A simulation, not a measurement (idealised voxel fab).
voxel self aligned contacts: a process module
Xsec cut, 170 nm wide, square cell size 5 nm.
Just so we're on the same page, the cross-sections are grids of square cells, and they're listed out in bands top to bottom, each band one or more rows deep.
Band: top and bottom heights (nm) first, top before bottom; then materials from left to right, widths in nm. "full width" marks a sole material filling the band edge to edge. "air" denotes empty space.
Ref level 0: as-received wafer is one material below here. Bottom band extends down with no lower bound ("from 0 down").
So if you see something like "30 to 40" for the width, read it as the top row of the band sitting at the first number and the bottom row at the second, with every row in between moving by the same amount as the last.
"stayed the same" -> step changed no cross-section cell.
Any empty space of 8 cells or more lacking an open way to the top shows up in "Tabulated closed voids" as width x height at distance, distance from the left edge, in nm.
That trailing text on a step's line, after the settings, is the simulator's own remark on the step.
overlay nm: where the mask lay relative to plan, measured to the right, on steps with a mask; negatives go left.

# The steps planned for the process are as follows
step 1: RECEIVE (material Si)
step 2: OXIDIZE (depth nm 5)
step 3: DIRECTIONAL_DEP (material polySi; thk nm 20)
step 4: DIRECTIONAL_DEP (material SiN; thk nm 25)
step 5: DIRECTIONAL_DEP (material aC; thk nm 15)
step 6: PATTERN (tone cover; mask id GATE; material resist; width nm 35; pitch nm 70; thk nm 30; overlay nm 0)
step 7: DIRECTIONAL_ETCH (etch materials aC; depth nm 15)
step 8: STRIP (etch materials resist)
step 9: DIRECTIONAL_ETCH (etch materials SiN; depth nm 25)
step 10: DIRECTIONAL_ETCH (etch materials polySi; depth nm 20)
step 11: STRIP (etch materials aC)
step 12: CONFORMAL_DEP (material SiN; thk nm 10)
step 13: DIRECTIONAL_ETCH (etch materials SiN; depth nm 10)
step 14: FILL_DEP (material SiO2; thk nm 15)
step 15: CMP (height nm 50)
step 16: PATTERN (tone open; mask id CONTACT; material resist; width nm 55; thk nm 20; overlay nm 0)
step 17: DIRECTIONAL_ETCH (etch materials SiO2; depth nm 55)
step 18: STRIP (etch materials resist)
step 19: CONFORMAL_DEP (material TiN; thk nm 5)
step 20: FILL_DEP (material Ru; thk nm 5)
step 21: CMP (height nm 50)
step 22: CONFORMAL_DEP (material SiCN; thk nm 5)

# as received, after step 1
- from 0 down  Si full width
- Tabulated closed voids: none

# Figure: cross-sectional view of the wafer upon completion of the module, processed from the initial state and according to the plan depicted above, with one error introduced during execution
- from 55 to 50  SiCN full width
- from 50 to 40  SiO2=20  SiN=55  TiN=5  Ru=5  TiN=5  SiN=55  SiO2=25
- from 40 to 25  SiO2=20  SiN=10  polySi=35  SiN=10  TiN=5  Ru=5  TiN=5  SiN=10  polySi=35  SiN=10  SiO2=25
- from 25 to 20  SiO2=20  SiN=10  polySi=35  SiN=10  TiN=15  SiN=10  polySi=35  SiN=10  SiO2=25
- from 20 to 0  polySi full width
- from 0 to -5  SiO2 full width
- from -5 down  Si full width
- Tabulated closed voids: none
What was done differently from what was planned? step 3 from the plan got run twice
